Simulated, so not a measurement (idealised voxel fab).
This is a process module. Its name is voxel capacitor over wiring.
This is section cut - it's 205 nm across, gridded in 5 nm square cells.
In what follows, cross-sections appear as grids of square cells, described through bands that run from the top down, where every band is one or more rows of cells.
It is stipulated that each band's entry specify, in nanometres, the height of the top of the band and then that of its bottom, followed by the materials of the band in left-to-right sequence, each together with its width in nanometres. A single material marked by the word "throughout" is understood to fill the band from edge to edge; the word "air" is understood to denote empty space.
Note: height 0 marks the level under which the wafer is uniformly one material as received. Lowest band unbounded below, written "0 nm and below".
Width "30->40": first value at the band's top row of cells, second value at its bottom row, equal change from row to row.
The designation "remained the same", where it is given for a processing step, indicates that no cell of the cross-section was altered in the course of that step.
The label "Closed void listing" introduces a list of the empty spaces, 8 cells or larger, that have no open way up to the top; each entry in it reads width x height at distance, where the distance is taken from the left edge and all three are stated in nm.
after a step's settings: what the simulator itself notes on the step
A step's line can hold "overlay nm"; with a mask on that step, the setting says how far right of the planned place the mask lay, while a negative setting says it lay to the left.

The process steps that were planned are listed below:
1: RECEIVE: material Si
2: CONFORMAL_DEP: material SiO2, thk nm 10
3: CONFORMAL_DEP: material SiCN, thk nm 5
4: DIRECTIONAL_DEP: material SiO2, thk nm 25
5: MASKED_ETCH: tone open, mask id METAL_1, width nm 20, pitch nm 75, etch materials SiO2, depth nm 25, overlay nm 0
6: MASKED_ETCH: tone open, mask id METAL_1, width nm 20, pitch nm 75, etch materials SiCN, depth nm 5, overlay nm 0
7: CONFORMAL_DEP: material TiN, thk nm 5
8: FILL_DEP: material Cu, thk nm 5
9: CMP: height nm 40
10: CONFORMAL_DEP: material SiCN, thk nm 5
11: DIRECTIONAL_DEP: material lowk, thk nm 20
12: PATTERN: tone open, mask id PLUG_1, material resist, width nm 15, thk nm 20, overlay nm 0
13: DIRECTIONAL_ETCH: etch materials lowk, depth nm 20
14: DIRECTIONAL_ETCH: etch materials SiCN, depth nm 5
15: STRIP: etch materials resist
16: EPI: material Ru, thk nm 10
17: EPI: material Ru, thk nm 10
18: EPI: material Ru, thk nm 5
19: DIRECTIONAL_DEP: material TiN, thk nm 10
20: DIRECTIONAL_DEP: material SiN, thk nm 5
21: DIRECTIONAL_DEP: material TiN, thk nm 10
22: PATTERN: tone cover, mask id UPPER_PLATE, material resist, width nm 60, thk nm 15, overlay nm 0
23: DIRECTIONAL_ETCH: etch materials TiN, depth nm 10
24: DIRECTIONAL_ETCH: etch materials SiN, depth nm 5
25: STRIP: etch materials resist
26: DIRECTIONAL_DEP: material aC, thk nm 15
27: PATTERN: tone cover, mask id LOWER_PLATE, material resist, width nm 70, thk nm 30, overlay nm 0
28: DIRECTIONAL_ETCH: etch materials aC, depth nm 15
29: STRIP: etch materials resist
30: DIRECTIONAL_ETCH: etch materials TiN, depth nm 10
31: STRIP: etch materials aC
32: FILL_DEP: material SiO2, thk nm 15
33: CMP: height nm 100
34: PATTERN: tone open, mask id PLUG_2, material resist, width nm 15, thk nm 15, overlay nm 0
35: DIRECTIONAL_ETCH: etch materials SiO2, depth nm 10
36: STRIP: etch materials resist
37: CONFORMAL_DEP: material TiN, thk nm 5
38: FILL_DEP: material Ru, thk nm 5
39: CMP: height nm 100
40: CONFORMAL_DEP: material SiCN, thk nm 5

So this is the incoming wafer in cross-section - it's already been through step 1:
    0 nm and below = Si throughout
    Closed void listing: none

Cross-section, first of two wafers, end of module, run as planned:
    105 nm to 100 nm = SiCN throughout
    100 nm to 95 nm = SiO2 70 | TiN 5 | Ru 5 | TiN 5 | SiO2 120
    95 nm to 90 nm = SiO2 70 | TiN 15 | SiO2 120
    90 nm to 80 nm = SiO2 60 | TiN 60 | SiO2 85
    80 nm to 75 nm = SiO2 60 | SiN 60 | SiO2 85
    75 nm to 65 nm = SiO2 55 | TiN 70 | SiO2 80
    65 nm to 45 nm = lowk 60 | Ru 15 | lowk 130
    45 nm to 40 nm = SiCN 60 | Ru 15 | SiCN 130
    40 nm to 15 nm = SiO2 55 | TiN 5 | Cu 10 | TiN 5 | SiO2 55 | TiN 5 | Cu 10 | TiN 5 | SiO2 55
    15 nm to 10 nm = SiCN 55 | TiN 20 | SiCN 55 | TiN 20 | SiCN 55
    10 nm to 0 nm = SiO2 throughout
    0 nm and below = Si throughout
    Closed void listing: none

Cross-sectional view of the second of two wafers upon completion of the module. This wafer shared its starting condition and process plan with the first; one error was made during its execution:
    105 nm to 100 nm = TiN throughout
    100 nm to 95 nm = SiO2 70 | TiN 5 | Ru 5 | TiN 5 | SiO2 120
    95 nm to 90 nm = SiO2 70 | TiN 15 | SiO2 120
    90 nm to 80 nm = SiO2 60 | TiN 60 | SiO2 85
    80 nm to 75 nm = SiO2 60 | SiN 60 | SiO2 85
    75 nm to 65 nm = SiO2 55 | TiN 70 | SiO2 80
    65 nm to 45 nm = lowk 60 | Ru 15 | lowk 130
    45 nm to 40 nm = SiCN 60 | Ru 15 | SiCN 130
    40 nm to 15 nm = SiO2 55 | TiN 5 | Cu 10 | TiN 5 | SiO2 55 | TiN 5 | Cu 10 | TiN 5 | SiO2 55
    15 nm to 10 nm = SiCN 55 | TiN 20 | SiCN 55 | TiN 20 | SiCN 55
    10 nm to 0 nm = SiO2 throughout
    0 nm and below = Si throughout
    Closed void listing: none
Misprocessing identified: step 40 did not happen as planned, as run it was CONFORMAL_DEP: material TiN, thk nm 5
Final comparison by cell count, materials where the second wafer has more or fewer than the first: 41 fewer of SiCN, 41 more of TiN
